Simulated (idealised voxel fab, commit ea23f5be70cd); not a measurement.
Presented below is a process module, voxel transistor to metal.
For reference, the cross-section in this document is cut, with width 285 nm and square cells of 5 nm.
Each cross-section below is a grid of square cells, stated as bands in top-down order, with one or more rows of cells making up each band.
Each band's line starts with the height of the band's top and of its bottom, in nm. Then come its materials from left to right, each with its width in nm. One material with "all across" fills the band from edge to edge. "air" is empty space.
Below 0: as-received wafer, all one material; heights counted from there. Lowest band: no bottom, goes on down, written "top 0, no bottom".
Note: "30..40" means the width goes from the first number (top row of the band) to the second number (bottom row) in equal steps per row of cells.
The cross-section has no changed cell in any step marked "everything unchanged".
Any empty space of 8 cells or more lacking an open way to the top shows up in "Unvented voids" as width x height at distance, distance from the left edge, in nm.
Note: text after step settings on the step line = simulator remark on that step.
A step's line can hold "overlay nm"; with a mask on that step, the setting says how far right of the planned place the mask lay, while a negative setting says it lay to the left.
This section lists the process steps that were planned:
1 RECEIVE,material Si
2 OXIDIZE,depth nm 5
3 CONFORMAL_DEP,material SiN,thk nm 10
4 DIRECTIONAL_DEP,material aC,thk nm 15
5 PATTERN,tone cover,mask id ACTIVE,material resist,width nm 105,pitch nm 130,thk nm 30,overlay nm 0
6 DIRECTIONAL_ETCH,etch materials aC,depth nm 15
7 STRIP,etch materials resist
8 DIRECTIONAL_ETCH,etch materials SiN,depth nm 10
9 DIRECTIONAL_ETCH,etch materials SiO2,depth nm 5
10 DIRECTIONAL_ETCH,etch materials Si,depth nm 20
11 STRIP,etch materials aC
12 FILL_DEP,material SiO2,thk nm 5
13 CMP,height nm 10
14 SELECTIVE_ETCH,etch materials SiO2,depth nm 10
15 STRIP,etch materials SiN
16 SELECTIVE_ETCH,etch materials SiO2,depth nm 5
17 OXIDIZE,depth nm 5
18 DIRECTIONAL_DEP,material polySi,thk nm 20
19 DIRECTIONAL_DEP,material SiCN,thk nm 10
20 PATTERN,tone cover,mask id GATE,material resist,width nm 35,pitch nm 130,thk nm 15,overlay nm 0
21 DIRECTIONAL_ETCH,etch materials SiCN,depth nm 20
22 DIRECTIONAL_ETCH,etch materials polySi,depth nm 30
23 STRIP,etch materials resist
24 CONFORMAL_DEP,material SiN,thk nm 10
25 DIRECTIONAL_ETCH,etch materials SiN,depth nm 10
26 DIRECTIONAL_ETCH,etch materials SiO2,depth nm 5
27 DIRECTIONAL_ETCH,etch materials Si,depth nm 10
28 EPI,material pSi,thk nm 15
29 FILL_DEP,material SiO2,thk nm 5
30 CMP,height nm 15
31 STRIP,etch materials polySi
32 SELECTIVE_ETCH,etch materials SiO2,depth nm 5
33 CONFORMAL_DEP,material HfO2,thk nm 5
34 CONFORMAL_DEP,material TiN,thk nm 5
35 FILL_DEP,material W,thk nm 10
36 CMP,height nm 10
37 DIRECTIONAL_DEP,material SiO2,thk nm 10
38 MASKED_ETCH,tone open,mask id CONTACT,width nm 15,etch materials SiO2,depth nm 25,overlay nm 0
39 CONFORMAL_DEP,material TiN,thk nm 5
40 FILL_DEP,material W,thk nm 10
41 CMP,height nm 20
42 DIRECTIONAL_DEP,material TiN,thk nm 5
43 DIRECTIONAL_DEP,material W,thk nm 25
44 PATTERN,tone cover,mask id METAL_1,material resist,width nm 15,thk nm 15,overlay nm 0
45 DIRECTIONAL_ETCH,etch materials W,depth nm 25
46 DIRECTIONAL_ETCH,etch materials TiN,depth nm 5
47 STRIP,etch materials resist
48 CONFORMAL_DEP,material SiN,thk nm 5
49 FILL_DEP,material lowk,thk nm 5
50 CMP,height nm 50
51 CONFORMAL_DEP,material SiCN,thk nm 5
52 DIRECTIONAL_DEP,material lowk,thk nm 25
53 DIRECTIONAL_DEP,material aC,thk nm 10
54 PATTERN,tone open,mask id METAL_2,material resist,width nm 15,pitch nm 130,thk nm 25,overlay nm 0
55 DIRECTIONAL_ETCH,etch materials aC,depth nm 10
56 STRIP,etch materials resist
57 DIRECTIONAL_ETCH,etch materials lowk,depth nm 15
58 STRIP,etch materials aC
59 DIRECTIONAL_DEP,material aC,thk nm 15
60 PATTERN,tone open,mask id METAL_2_HOLES,material resist,width nm 15,pitch nm 130,thk nm 35,overlay nm 0
61 DIRECTIONAL_ETCH,etch materials aC,depth nm 15
62 STRIP,etch materials resist
63 DIRECTIONAL_ETCH,etch materials lowk,depth nm 10
64 DIRECTIONAL_ETCH,etch materials SiCN,depth nm 5
65 STRIP,etch materials aC
66 CONFORMAL_DEP,material TiN,thk nm 5
67 FILL_DEP,material Cu,thk nm 10
68 CMP,height nm 80
69 CONFORMAL_DEP,material SiCN,thk nm 5
Cross-section of the wafer upon arrival, representing the state reached after step 1:
  top 0, no bottom: Si all across
  Unvented voids: none
Cross-sectional result after module completion. Note: starting condition and plan are unchanged from above; one processing mistake was made:
  top 85, bottom 80: SiCN all across
  top 80, bottom 55: lowk: 30, then TiN: 5, then Cu: 5, then TiN: 5, then lowk: 115, then TiN: 5, then Cu: 5, then TiN: 5, then lowk: 110
  top 55, bottom 50: SiCN: 30, then TiN: 15, then SiCN: 115, then TiN: 15, then SiCN: 110
  top 50, bottom 25: lowk: 25, then SiN: 5, then W: 15, then SiN: 5, then lowk: 55, then SiN: 5, then W: 15, then SiN: 5, then lowk: 25, then SiN: 5, then W: 15, then SiN: 5, then lowk: 55, then SiN: 5, then W: 15, then SiN: 5, then lowk: 25
  top 25, bottom 20: SiN: 30, then TiN: 15, then SiN: 65, then TiN: 15, then SiN: 35, then TiN: 15, then SiN: 65, then TiN: 15, then SiN: 30
  top 20, bottom 15: SiO2: 30, then TiN: 5, then W: 5, then TiN: 5, then SiO2: 65, then TiN: 5, then W: 5, then TiN: 5, then SiO2: 35, then TiN: 5, then W: 5, then TiN: 5, then SiO2: 65, then TiN: 5, then W: 5, then TiN: 5, then SiO2: 30
  top 15, bottom 10: SiO2: 30, then TiN: 15, then SiO2: 65, then TiN: 15, then SiO2: 35, then TiN: 15, then SiO2: 65, then TiN: 15, then SiO2: 30
  top 10, bottom 0: SiO2: 5, then pSi: 45, then SiN: 10, then HfO2: 5, then TiN: 5, then W: 15, then TiN: 5, then HfO2: 5, then SiN: 10, then pSi: 75, then SiN: 10, then HfO2: 5, then TiN: 5, then W: 15, then TiN: 5, then HfO2: 5, then SiN: 10, then pSi: 45, then SiO2: 5
  top 0, bottom -5: SiO2: 5, then pSi: 45, then SiN: 10, then HfO2: 5, then TiN: 25, then HfO2: 5, then SiN: 10, then pSi: 75, then SiN: 10, then HfO2: 5, then TiN: 25, then HfO2: 5, then SiN: 10, then pSi: 45, then SiO2: 5
  top -5, bottom -10: SiO2: 5, then pSi: 45, then SiO2: 5, then HfO2: 45, then SiO2: 5, then pSi: 75, then SiO2: 5, then HfO2: 45, then SiO2: 5, then pSi: 45, then SiO2: 5
  top -10, bottom -20: SiO2: 25, then pSi: 25, then Si: 55, then pSi: 25, then SiO2: 25, then pSi: 25, then Si: 55, then pSi: 25, then SiO2: 25
  top -20, bottom -25: SiO2: 25, then Si: 105, then SiO2: 25, then Si: 105, then SiO2: 25
  top -25, no bottom: Si all across
  Unvented voids: none
So what did we get wrong on this run? execution of plan step 28 occurred twice
